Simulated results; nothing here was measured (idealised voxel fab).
You're looking at the process module voxel wiring stack.
The figure presents cross-section cut, which has a width of 190 nm and is divided into square cells with an edge length of 5 nm.
This document writes a cross-section as a grid whose cells are square, and gives it as bands, listed from the top down; one or more rows of cells form a band. Basically the band line says how high the top is and how high the bottom is, in nm, and then what's in it from left to right, every material with its width in nm. Empty space shows up as "empty", and if a single material carries "everywhere" it runs the full band edge to edge. Height reference: 0 = level under which incoming wafer is all one material. Lowest band: no bottom, runs on downward, e.g. "0 and below". It should be noted that a width expressed as "30 to 40" varies in equal increments from row to row of cells within the band, taking the value of the first number at the top row and that of the second number at the bottom row. "remained unchanged" means the step left every cell of the cross-section as it was. Listed in "Enclosed void catalog": every empty space of 8 or more cells without an open way to the top. Form: width x height at distance, the distance being from the left edge, all in nm. Heads up: the bit after the settings on a step's line is the simulator's remark on that step. A step line may carry the setting "overlay nm", which, for steps involving a mask, states the distance by which the mask lay to the right of its intended position; negative values denote displacement to the left.

[Planned step list for the process]
- 1: RECEIVE | material Si
- 2: CONFORMAL_DEP | material SiO2 | thk nm 10
- 3: CONFORMAL_DEP | material SiCN | thk nm 5
- 4: DIRECTIONAL_DEP | material lowk | thk nm 20
- 5: MASKED_ETCH | tone open | mask id METAL_1 | width nm 25 | pitch nm 40 | etch materials lowk | depth nm 20 | overlay nm 0
- 6: MASKED_ETCH | tone open | mask id METAL_1 | width nm 25 | pitch nm 40 | etch materials SiCN | depth nm 5 | overlay nm 0
- 7: CONFORMAL_DEP | material TiN | thk nm 5
- 8: FILL_DEP | material W | thk nm 10
- 9: CMP | height nm 35
- 10: CONFORMAL_DEP | material SiCN | thk nm 5
- 11: DIRECTIONAL_DEP | material lowk | thk nm 10
- 12: PATTERN | tone open | mask id PLUG_1 | material resist | width nm 15 | pitch nm 40 | thk nm 20 | overlay nm 0
- 13: DIRECTIONAL_ETCH | etch materials lowk | depth nm 10
- 14: DIRECTIONAL_ETCH | etch materials SiCN | depth nm 5
- 15: STRIP | etch materials resist
- 16: EPI | material Ru | thk nm 10
- 17: EPI | material Ru | thk nm 5
- 18: CONFORMAL_DEP | material SiCN | thk nm 5
- 19: DIRECTIONAL_DEP | material lowk | thk nm 15
- 20: DIRECTIONAL_DEP | material aC | thk nm 10
- 21: PATTERN | tone open | mask id METAL_2 | material resist | width nm 25 | pitch nm 40 | thk nm 25 | overlay nm 0
- 22: DIRECTIONAL_ETCH | etch materials aC | depth nm 10
- 23: STRIP | etch materials resist
- 24: DIRECTIONAL_ETCH | etch materials lowk | depth nm 15
- 25: DIRECTIONAL_ETCH | etch materials SiCN | depth nm 5
- 26: STRIP | etch materials aC
- 27: CONFORMAL_DEP | material TiN | thk nm 5
- 28: FILL_DEP | material Ru | thk nm 10
- 29: CMP | height nm 70
- 30: EPI | material Ru | thk nm 5
- 31: FILL_DEP | material SiCN | thk nm 5
- 32: DIRECTIONAL_DEP | material lowk | thk nm 30
- 33: MASKED_ETCH | tone open | mask id METAL_3 | width nm 25 | pitch nm 40 | etch materials lowk | depth nm 20 | overlay nm 0
- 34: DIRECTIONAL_DEP | material aC | thk nm 15
- 35: PATTERN | tone open | mask id METAL_3_HOLES | material resist | width nm 15 | thk nm 35 | overlay nm 0
- 36: DIRECTIONAL_ETCH | etch materials aC | depth nm 15
- 37: STRIP | etch materials resist
- 38: DIRECTIONAL_ETCH | etch materials lowk | depth nm 10
- 39: DIRECTIONAL_ETCH | etch materials SiCN | depth nm 5
- 40: STRIP | etch materials aC
- 41: CONFORMAL_DEP | material TiN | thk nm 5
- 42: FILL_DEP | material Ru | thk nm 5
- 43: CMP | height nm 110
- 44: CONFORMAL_DEP | material SiN | thk nm 5

[Run as planned: first of two wafers]

[Wafer as received: cross-section following step 1]
	0 and below = Si everywhere
	Enclosed void catalog: none

[Cross-section: wafer state after step 2]
	10 down to 0 = SiO2 everywhere
	Nothing below the height 0 has changed.

[Cross-section: wafer state after step 3]
	15 down to 10 = SiCN everywhere
	Nothing below the height 10 has changed.

[Cross-section: wafer state after step 4]
	35 down to 15 = lowk everywhere
	Nothing below the height 15 has changed.

[Cross-section: wafer state after step 5]
	35 down to 15 = 60 of lowk, then 25 of empty, then 15 of lowk, then 25 of empty, then 65 of lowk
	Nothing below the height 15 has changed.

[Cross-section: wafer state after step 6]
	35 down to 15 = 60 of lowk, then 25 of empty, then 15 of lowk, then 25 of empty, then 65 of lowk
	15 down to 10 = 60 of SiCN, then 25 of empty, then 15 of SiCN, then 25 of empty, then 65 of SiCN
	Nothing below the height 10 has changed.

[Cross-section: wafer state after step 7]
	40 down to 35 = 65 of TiN, then 15 of empty, then 25 of TiN, then 15 of empty, then 70 of TiN
	35 down to 15 = 60 of lowk, then 5 of TiN, then 15 of empty, then 5 of TiN, then 15 of lowk, then 5 of TiN, then 15 of empty, then 5 of TiN, then 65 of lowk
	15 down to 10 = 60 of SiCN, then 25 of TiN, then 15 of SiCN, then 25 of TiN, then 65 of SiCN
	Nothing below the height 10 has changed.

[Cross-section: wafer state after step 8]
	50 down to 40 = W everywhere
	40 down to 35 = 65 of TiN, then 15 of W, then 25 of TiN, then 15 of W, then 70 of TiN
	35 down to 15 = 60 of lowk, then 5 of TiN, then 15 of W, then 5 of TiN, then 15 of lowk, then 5 of TiN, then 15 of W, then 5 of TiN, then 65 of lowk
	Nothing below the height 15 has changed.

[Cross-section: wafer state after step 9]
	35 down to 15 = 60 of lowk, then 5 of TiN, then 15 of W, then 5 of TiN, then 15 of lowk, then 5 of TiN, then 15 of W, then 5 of TiN, then 65 of lowk
	Nothing below the height 15 has changed.

[Cross-section: wafer state after step 10]
	40 down to 35 = SiCN everywhere
	Nothing below the height 35 has changed.

[Cross-section: wafer state after step 11]
	50 down to 40 = lowk everywhere
	Nothing below the height 40 has changed.

[Cross-section: wafer state after step 12]
	70 down to 50 = 60 of resist, then 15 of empty, then 25 of resist, then 15 of empty, then 75 of resist
	Nothing below the height 50 has changed.

[Cross-section: wafer state after step 13]
	70 down to 50 = 60 of resist, then 15 of empty, then 25 of resist, then 15 of empty, then 75 of resist
	50 down to 40 = 60 of lowk, then 15 of empty, then 25 of lowk, then 15 of empty, then 75 of lowk
	Nothing below the height 40 has changed.

[Cross-section: wafer state after step 14]
	70 down to 50 = 60 of resist, then 15 of empty, then 25 of resist, then 15 of empty, then 75 of resist
	50 down to 40 = 60 of lowk, then 15 of empty, then 25 of lowk, then 15 of empty, then 75 of lowk
	40 down to 35 = 60 of SiCN, then 15 of empty, then 25 of SiCN, then 15 of empty, then 75 of SiCN
	Nothing below the height 35 has changed.

[Cross-section: wafer state after step 15]
	50 down to 40 = 60 of lowk, then 15 of empty, then 25 of lowk, then 15 of empty, then 75 of lowk
	Nothing below the height 40 has changed.

[Cross-section: wafer state after step 16]
	50 down to 45 = 60 of lowk, then 15 of empty, then 25 of lowk, then 15 of empty, then 75 of lowk
	45 down to 40 = 60 of lowk, then 15 of Ru, then 25 of lowk, then 15 of Ru, then 75 of lowk
	40 down to 35 = 60 of SiCN, then 15 of Ru, then 25 of SiCN, then 15 of Ru, then 75 of SiCN
	Nothing below the height 35 has changed.

[Cross-section: wafer state after step 17]
	50 down to 40 = 60 of lowk, then 15 of Ru, then 25 of lowk, then 15 of Ru, then 75 of lowk
	Nothing below the height 40 has changed.

[Cross-section: wafer state after step 18]
	55 down to 50 = SiCN everywhere
	Nothing below the height 50 has changed.

[Cross-section: wafer state after step 19]
	70 down to 55 = lowk everywhere
	Nothing below the height 55 has changed.

[Cross-section: wafer state after step 20]
	80 down to 70 = aC everywhere
	Nothing below the height 70 has changed.

[Cross-section: wafer state after step 21]
	105 down to 80 = 60 of resist, then 25 of empty, then 15 of resist, then 25 of empty, then 65 of resist
	Nothing below the height 80 has changed.

[Cross-section: wafer state after step 22]
	95 down to 80 = 60 of resist, then 25 of empty, then 15 of resist, then 25 of empty, then 65 of resist
	80 down to 70 = 60 of aC, then 25 of empty, then 15 of aC, then 25 of empty, then 65 of aC
	Nothing below the height 70 has changed.

[Cross-section: wafer state after step 23]
	80 down to 70 = 60 of aC, then 25 of empty, then 15 of aC, then 25 of empty, then 65 of aC
	Nothing below the height 70 has changed.

[Cross-section: wafer state after step 24]
	80 down to 70 = 60 of aC, then 25 of empty, then 15 of aC, then 25 of empty, then 65 of aC
	70 down to 55 = 60 of lowk, then 25 of empty, then 15 of lowk, then 25 of empty, then 65 of lowk
	Nothing below the height 55 has changed.

[Cross-section: wafer state after step 25]
	80 down to 70 = 60 of aC, then 25 of empty, then 15 of aC, then 25 of empty, then 65 of aC
	70 down to 55 = 60 of lowk, then 25 of empty, then 15 of lowk, then 25 of empty, then 65 of lowk
	55 down to 50 = 60 of SiCN, then 25 of empty, then 15 of SiCN, then 25 of empty, then 65 of SiCN
	Nothing below the height 50 has changed.

[Cross-section: wafer state after step 26]
	70 down to 55 = 60 of lowk, then 25 of empty, then 15 of lowk, then 25 of empty, then 65 of lowk
	Nothing below the height 55 has changed.

[Cross-section: wafer state after step 27]
	75 down to 70 = 65 of TiN, then 15 of empty, then 25 of TiN, then 15 of empty, then 70 of TiN
	70 down to 55 = 60 of lowk, then 5 of TiN, then 15 of empty, then 5 of TiN, then 15 of lowk, then 5 of TiN, then 15 of empty, then 5 of TiN, then 65 of lowk
	55 down to 50 = 60 of SiCN, then 25 of TiN, then 15 of SiCN, then 25 of TiN, then 65 of SiCN
	Nothing below the height 50 has changed.

[Cross-section: wafer state after step 28]
	85 down to 75 = Ru everywhere
	75 down to 70 = 65 of TiN, then 15 of Ru, then 25 of TiN, then 15 of Ru, then 70 of TiN
	70 down to 55 = 60 of lowk, then 5 of TiN, then 15 of Ru, then 5 of TiN, then 15 of lowk, then 5 of TiN, then 15 of Ru, then 5 of TiN, then 65 of lowk
	Nothing below the height 55 has changed.

[Cross-section: wafer state after step 29]
	70 down to 55 = 60 of lowk, then 5 of TiN, then 15 of Ru, then 5 of TiN, then 15 of lowk, then 5 of TiN, then 15 of Ru, then 5 of TiN, then 65 of lowk
	Nothing below the height 55 has changed.

[Cross-section: wafer state after step 30]
	75 down to 70 = 55 of empty, then 35 of Ru, then 5 of empty, then 35 of Ru, then 60 of empty
	Nothing below the height 70 has changed.

[Cross-section: wafer state after step 31]
	80 down to 75 = SiCN everywhere
	75 down to 70 = 55 of SiCN, then 35 of Ru, then 5 of SiCN, then 35 of Ru, then 60 of SiCN
	Nothing below the height 70 has changed.

[Cross-section: wafer state after step 32]
	110 down to 80 = lowk everywhere
	Nothing below the height 80 has changed.

[Cross-section: wafer state after step 33]
	110 down to 90 = 60 of lowk, then 25 of empty, then 15 of lowk, then 25 of empty, then 65 of lowk
	Nothing below the height 90 has changed.

[Cross-section: wafer state after step 34]
	125 down to 110 = 60 of aC, then 25 of empty, then 15 of aC, then 25 of empty, then 65 of aC
	110 down to 105 = 60 of lowk, then 25 of empty, then 15 of lowk, then 25 of empty, then 65 of lowk
	105 down to 90 = 60 of lowk, then 25 of aC, then 15 of lowk, then 25 of aC, then 65 of lowk
	Nothing below the height 90 has changed.

[Cross-section: wafer state after step 35]
	160 down to 125 = 60 of resist, then 15 of empty, then 115 of resist
	125 down to 110 = 60 of aC, then 15 of empty, then 10 of resist, then 15 of aC, then 25 of resist, then 65 of aC
	110 down to 105 = 60 of lowk, then 15 of empty, then 10 of resist, then 15 of lowk, then 25 of resist, then 65 of lowk
	Nothing below the height 105 has changed.

[Cross-section: wafer state after step 36]
	145 down to 125 = 60 of resist, then 15 of empty, then 115 of resist
	125 down to 110 = 60 of aC, then 15 of empty, then 10 of resist, then 15 of aC, then 25 of resist, then 65 of aC
	110 down to 105 = 60 of lowk, then 15 of empty, then 10 of resist, then 15 of lowk, then 25 of resist, then 65 of lowk
	105 down to 90 = 60 of lowk, then 15 of empty, then 10 of aC, then 15 of lowk, then 25 of aC, then 65 of lowk
	Nothing below the height 90 has changed.

[Cross-section: wafer state after step 37]
	125 down to 110 = 60 of aC, then 25 of empty, then 15 of aC, then 25 of empty, then 65 of aC
	110 down to 105 = 60 of lowk, then 25 of empty, then 15 of lowk, then 25 of empty, then 65 of lowk
	Nothing below the height 105 has changed.

[Cross-section: wafer state after step 38]
	125 down to 110 = 60 of aC, then 25 of empty, then 15 of aC, then 25 of empty, then 65 of aC
	110 down to 105 = 60 of lowk, then 25 of empty, then 15 of lowk, then 25 of empty, then 65 of lowk
	105 down to 90 = 60 of lowk, then 15 of empty, then 10 of aC, then 15 of lowk, then 25 of aC, then 65 of lowk
	90 down to 80 = 60 of lowk, then 15 of empty, then 115 of lowk
	Nothing below the height 80 has changed.

[Cross-section: wafer state after step 39]
	125 down to 110 = 60 of aC, then 25 of empty, then 15 of aC, then 25 of empty, then 65 of aC
	110 down to 105 = 60 of lowk, then 25 of empty, then 15 of lowk, then 25 of empty, then 65 of lowk
	105 down to 90 = 60 of lowk, then 15 of empty, then 10 of aC, then 15 of lowk, then 25 of aC, then 65 of lowk
	90 down to 80 = 60 of lowk, then 15 of empty, then 115 of lowk
	80 down to 75 = 60 of SiCN, then 15 of empty, then 115 of SiCN
	Nothing below the height 75 has changed.

[Cross-section: wafer state after step 40]
	110 down to 90 = 60 of lowk, then 25 of empty, then 15 of lowk, then 25 of empty, then 65 of lowk
	Nothing below the height 90 has changed.

[Cross-section: wafer state after step 41]
	115 down to 110 = 65 of TiN, then 15 of empty, then 25 of TiN, then 15 of empty, then 70 of TiN
	110 down to 95 = 60 of lowk, then 5 of TiN, then 15 of empty, then 5 of TiN, then 15 of lowk, then 5 of TiN, then 15 of empty, then 5 of TiN, then 65 of lowk
	95 down to 90 = 60 of lowk, then 5 of TiN, then 5 of empty, then 15 of TiN, then 15 of lowk, then 25 of TiN, then 65 of lowk
	90 down to 80 = 60 of lowk, then 5 of TiN, then 5 of empty, then 5 of TiN, then 115 of lowk
	80 down to 75 = 60 of SiCN, then 15 of TiN, then 115 of SiCN
	Nothing below the height 75 has changed.

[Cross-section: wafer state after step 42]
	120 down to 115 = Ru everywhere
	115 down to 110 = 65 of TiN, then 15 of Ru, then 25 of TiN, then 15 of Ru, then 70 of TiN
	110 down to 95 = 60 of lowk, then 5 of TiN, then 15 of Ru, then 5 of TiN, then 15 of lowk, then 5 of TiN, then 15 of Ru, then 5 of TiN, then 65 of lowk
	95 down to 90 = 60 of lowk, then 5 of TiN, then 5 of Ru, then 15 of TiN, then 15 of lowk, then 25 of TiN, then 65 of lowk
	90 down to 80 = 60 of lowk, then 5 of TiN, then 5 of Ru, then 5 of TiN, then 115 of lowk
	Nothing below the height 80 has changed.

[Cross-section: wafer state after step 43]
	110 down to 95 = 60 of lowk, then 5 of TiN, then 15 of Ru, then 5 of TiN, then 15 of lowk, then 5 of TiN, then 15 of Ru, then 5 of TiN, then 65 of lowk
	Nothing below the height 95 has changed.

[Cross-section: wafer state after step 44]
	115 down to 110 = SiN everywhere
	Nothing below the height 110 has changed.

[Second wafer, same starting conditions and recipe as the first, one mistake in executing it, nothing differs from the first up to and including step 4]

[when step 5 should have ended]
	35 down to 15 = 65 of lowk, then 15 of empty, then 25 of lowk, then 15 of empty, then 70 of lowk
	Nothing below the height 15 has changed.

[when step 6 should have ended]
	35 down to 15 = 65 of lowk, then 15 of empty, then 25 of lowk, then 15 of empty, then 70 of lowk
	15 down to 10 = 65 of SiCN, then 15 of empty, then 25 of SiCN, then 15 of empty, then 70 of SiCN
	Nothing below the height 10 has changed.

[when step 7 should have ended]
	40 down to 35 = 70 of TiN, then 5 of empty, then 35 of TiN, then 5 of empty, then 75 of TiN
	35 down to 15 = 65 of lowk, then 5 of TiN, then 5 of empty, then 5 of TiN, then 25 of lowk, then 5 of TiN, then 5 of empty, then 5 of TiN, then 70 of lowk
	15 down to 10 = 65 of SiCN, then 15 of TiN, then 25 of SiCN, then 15 of TiN, then 70 of SiCN
	Nothing below the height 10 has changed.

[when step 8 should have ended]
	50 down to 40 = W everywhere
	40 down to 35 = 70 of TiN, then 5 of W, then 35 of TiN, then 5 of W, then 75 of TiN
	35 down to 15 = 65 of lowk, then 5 of TiN, then 5 of W, then 5 of TiN, then 25 of lowk, then 5 of TiN, then 5 of W, then 5 of TiN, then 70 of lowk
	Nothing below the height 15 has changed.

[when step 9 should have ended]
	35 down to 15 = 65 of lowk, then 5 of TiN, then 5 of W, then 5 of TiN, then 25 of lowk, then 5 of TiN, then 5 of W, then 5 of TiN, then 70 of lowk
	Nothing below the height 15 has changed.

[when step 10 should have ended]
	40 down to 35 = SiCN everywhere
	Nothing below the height 35 has changed.

[when step 11 should have ended]
	50 down to 40 = lowk everywhere
	Nothing below the height 40 has changed.

[when step 12 should have ended]
	70 down to 50 = 60 of resist, then 15 of empty, then 25 of resist, then 15 of empty, then 75 of resist
	Nothing below the height 50 has changed.

[when step 13 should have ended]
	70 down to 50 = 60 of resist, then 15 of empty, then 25 of resist, then 15 of empty, then 75 of resist
	50 down to 40 = 60 of lowk, then 15 of empty, then 25 of lowk, then 15 of empty, then 75 of lowk
	Nothing below the height 40 has changed.

[when step 14 should have ended]
	70 down to 50 = 60 of resist, then 15 of empty, then 25 of resist, then 15 of empty, then 75 of resist
	50 down to 40 = 60 of lowk, then 15 of empty, then 25 of lowk, then 15 of empty, then 75 of lowk
	40 down to 35 = 60 of SiCN, then 15 of empty, then 25 of SiCN, then 15 of empty, then 75 of SiCN
	Nothing below the height 35 has changed.

[when step 15 should have ended]
	50 down to 40 = 60 of lowk, then 15 of empty, then 25 of lowk, then 15 of empty, then 75 of lowk
	Nothing below the height 40 has changed.

[when step 16 should have ended]
	50 down to 45 = 60 of lowk, then 15 of empty, then 25 of lowk, then 15 of empty, then 75 of lowk
	45 down to 40 = 60 of lowk, then 15 of Ru, then 25 of lowk, then 15 of Ru, then 75 of lowk
	40 down to 35 = 60 of SiCN, then 15 of Ru, then 25 of SiCN, then 15 of Ru, then 75 of SiCN
	Nothing below the height 35 has changed.

[when step 17 should have ended]
	50 down to 40 = 60 of lowk, then 15 of Ru, then 25 of lowk, then 15 of Ru, then 75 of lowk
	Nothing below the height 40 has changed.

[when step 18 should have ended]
	55 down to 50 = SiCN everywhere
	Nothing below the height 50 has changed.

[when step 19 should have ended]
	70 down to 55 = lowk everywhere
	Nothing below the height 55 has changed.

[when step 20 should have ended]
	80 down to 70 = aC everywhere
	Nothing below the height 70 has changed.

[when step 21 should have ended]
	105 down to 80 = 60 of resist, then 25 of empty, then 15 of resist, then 25 of empty, then 65 of resist
	Nothing below the height 80 has changed.

[when step 22 should have ended]
	95 down to 80 = 60 of resist, then 25 of empty, then 15 of resist, then 25 of empty, then 65 of resist
	80 down to 70 = 60 of aC, then 25 of empty, then 15 of aC, then 25 of empty, then 65 of aC
	Nothing below the height 70 has changed.

[when step 23 should have ended]
	80 down to 70 = 60 of aC, then 25 of empty, then 15 of aC, then 25 of empty, then 65 of aC
	Nothing below the height 70 has changed.

[when step 24 should have ended]
	80 down to 70 = 60 of aC, then 25 of empty, then 15 of aC, then 25 of empty, then 65 of aC
	70 down to 55 = 60 of lowk, then 25 of empty, then 15 of lowk, then 25 of empty, then 65 of lowk
	Nothing below the height 55 has changed.

[when step 25 should have ended]
	80 down to 70 = 60 of aC, then 25 of empty, then 15 of aC, then 25 of empty, then 65 of aC
	70 down to 55 = 60 of lowk, then 25 of empty, then 15 of lowk, then 25 of empty, then 65 of lowk
	55 down to 50 = 60 of SiCN, then 25 of empty, then 15 of SiCN, then 25 of empty, then 65 of SiCN
	Nothing below the height 50 has changed.

[when step 26 should have ended]
	70 down to 55 = 60 of lowk, then 25 of empty, then 15 of lowk, then 25 of empty, then 65 of lowk
	Nothing below the height 55 has changed.

[when step 27 should have ended]
	75 down to 70 = 65 of TiN, then 15 of empty, then 25 of TiN, then 15 of empty, then 70 of TiN
	70 down to 55 = 60 of lowk, then 5 of TiN, then 15 of empty, then 5 of TiN, then 15 of lowk, then 5 of TiN, then 15 of empty, then 5 of TiN, then 65 of lowk
	55 down to 50 = 60 of SiCN, then 25 of TiN, then 15 of SiCN, then 25 of TiN, then 65 of SiCN
	Nothing below the height 50 has changed.

[when step 28 should have ended]
	85 down to 75 = Ru everywhere
	75 down to 70 = 65 of TiN, then 15 of Ru, then 25 of TiN, then 15 of Ru, then 70 of TiN
	70 down to 55 = 60 of lowk, then 5 of TiN, then 15 of Ru, then 5 of TiN, then 15 of lowk, then 5 of TiN, then 15 of Ru, then 5 of TiN, then 65 of lowk
	Nothing below the height 55 has changed.

[when step 29 should have ended]
	70 down to 55 = 60 of lowk, then 5 of TiN, then 15 of Ru, then 5 of TiN, then 15 of lowk, then 5 of TiN, then 15 of Ru, then 5 of TiN, then 65 of lowk
	Nothing below the height 55 has changed.

[when step 30 should have ended]
	75 down to 70 = 55 of empty, then 35 of Ru, then 5 of empty, then 35 of Ru, then 60 of empty
	Nothing below the height 70 has changed.

[when step 31 should have ended]
	80 down to 75 = SiCN everywhere
	75 down to 70 = 55 of SiCN, then 35 of Ru, then 5 of SiCN, then 35 of Ru, then 60 of SiCN
	Nothing below the height 70 has changed.

[when step 32 should have ended]
	110 down to 80 = lowk everywhere
	Nothing below the height 80 has changed.

[when step 33 should have ended]
	110 down to 90 = 60 of lowk, then 25 of empty, then 15 of lowk, then 25 of empty, then 65 of lowk
	Nothing below the height 90 has changed.

[when step 34 should have ended]
	125 down to 110 = 60 of aC, then 25 of empty, then 15 of aC, then 25 of empty, then 65 of aC
	110 down to 105 = 60 of lowk, then 25 of empty, then 15 of lowk, then 25 of empty, then 65 of lowk
	105 down to 90 = 60 of lowk, then 25 of aC, then 15 of lowk, then 25 of aC, then 65 of lowk
	Nothing below the height 90 has changed.

[when step 35 should have ended]
	160 down to 125 = 60 of resist, then 15 of empty, then 115 of resist
	125 down to 110 = 60 of aC, then 15 of empty, then 10 of resist, then 15 of aC, then 25 of resist, then 65 of aC
	110 down to 105 = 60 of lowk, then 15 of empty, then 10 of resist, then 15 of lowk, then 25 of resist, then 65 of lowk
	Nothing below the height 105 has changed.

[when step 36 should have ended]
	145 down to 125 = 60 of resist, then 15 of empty, then 115 of resist
	125 down to 110 = 60 of aC, then 15 of empty, then 10 of resist, then 15 of aC, then 25 of resist, then 65 of aC
	110 down to 105 = 60 of lowk, then 15 of empty, then 10 of resist, then 15 of lowk, then 25 of resist, then 65 of lowk
	105 down to 90 = 60 of lowk, then 15 of empty, then 10 of aC, then 15 of lowk, then 25 of aC, then 65 of lowk
	Nothing below the height 90 has changed.

[when step 37 should have ended]
	125 down to 110 = 60 of aC, then 25 of empty, then 15 of aC, then 25 of empty, then 65 of aC
	110 down to 105 = 60 of lowk, then 25 of empty, then 15 of lowk, then 25 of empty, then 65 of lowk
	Nothing below the height 105 has changed.

[when step 38 should have ended]
	125 down to 110 = 60 of aC, then 25 of empty, then 15 of aC, then 25 of empty, then 65 of aC
	110 down to 105 = 60 of lowk, then 25 of empty, then 15 of lowk, then 25 of empty, then 65 of lowk
	105 down to 90 = 60 of lowk, then 15 of empty, then 10 of aC, then 15 of lowk, then 25 of aC, then 65 of lowk
	90 down to 80 = 60 of lowk, then 15 of empty, then 115 of lowk
	Nothing below the height 80 has changed.

[when step 39 should have ended]
	125 down to 110 = 60 of aC, then 25 of empty, then 15 of aC, then 25 of empty, then 65 of aC
	110 down to 105 = 60 of lowk, then 25 of empty, then 15 of lowk, then 25 of empty, then 65 of lowk
	105 down to 90 = 60 of lowk, then 15 of empty, then 10 of aC, then 15 of lowk, then 25 of aC, then 65 of lowk
	90 down to 80 = 60 of lowk, then 15 of empty, then 115 of lowk
	80 down to 75 = 60 of SiCN, then 15 of empty, then 115 of SiCN
	Nothing below the height 75 has changed.

[when step 40 should have ended]
	110 down to 90 = 60 of lowk, then 25 of empty, then 15 of lowk, then 25 of empty, then 65 of lowk
	Nothing below the height 90 has changed.

[when step 41 should have ended]
	115 down to 110 = 65 of TiN, then 15 of empty, then 25 of TiN, then 15 of empty, then 70 of TiN
	110 down to 95 = 60 of lowk, then 5 of TiN, then 15 of empty, then 5 of TiN, then 15 of lowk, then 5 of TiN, then 15 of empty, then 5 of TiN, then 65 of lowk
	95 down to 90 = 60 of lowk, then 5 of TiN, then 5 of empty, then 15 of TiN, then 15 of lowk, then 25 of TiN, then 65 of lowk
	90 down to 80 = 60 of lowk, then 5 of TiN, then 5 of empty, then 5 of TiN, then 115 of lowk
	80 down to 75 = 60 of SiCN, then 15 of TiN, then 115 of SiCN
	Nothing below the height 75 has changed.

[when step 42 should have ended]
	120 down to 115 = Ru everywhere
	115 down to 110 = 65 of TiN, then 15 of Ru, then 25 of TiN, then 15 of Ru, then 70 of TiN
	110 down to 95 = 60 of lowk, then 5 of TiN, then 15 of Ru, then 5 of TiN, then 15 of lowk, then 5 of TiN, then 15 of Ru, then 5 of TiN, then 65 of lowk
	95 down to 90 = 60 of lowk, then 5 of TiN, then 5 of Ru, then 15 of TiN, then 15 of lowk, then 25 of TiN, then 65 of lowk
	90 down to 80 = 60 of lowk, then 5 of TiN, then 5 of Ru, then 5 of TiN, then 115 of lowk
	Nothing below the height 80 has changed.

[when step 43 should have ended]
	110 down to 95 = 60 of lowk, then 5 of TiN, then 15 of Ru, then 5 of TiN, then 15 of lowk, then 5 of TiN, then 15 of Ru, then 5 of TiN, then 65 of lowk
	Nothing below the height 95 has changed.

[when step 44 should have ended]
	115 down to 110 = SiN everywhere
	Nothing below the height 110 has changed.
Want to know what went wrong? the process deviated at step 5: the operation and settings actually run there were MASKED_ETCH | tone open | mask id METAL_1 | width nm 15 | pitch nm 40 | etch materials lowk | depth nm 20 | overlay nm 0
Looking at both finished wafers in cells, the second ends up ahead of or behind the first on some materials: SiCN: 4 more, TiN: 4 fewer, W: 16 fewer, lowk: 16 more
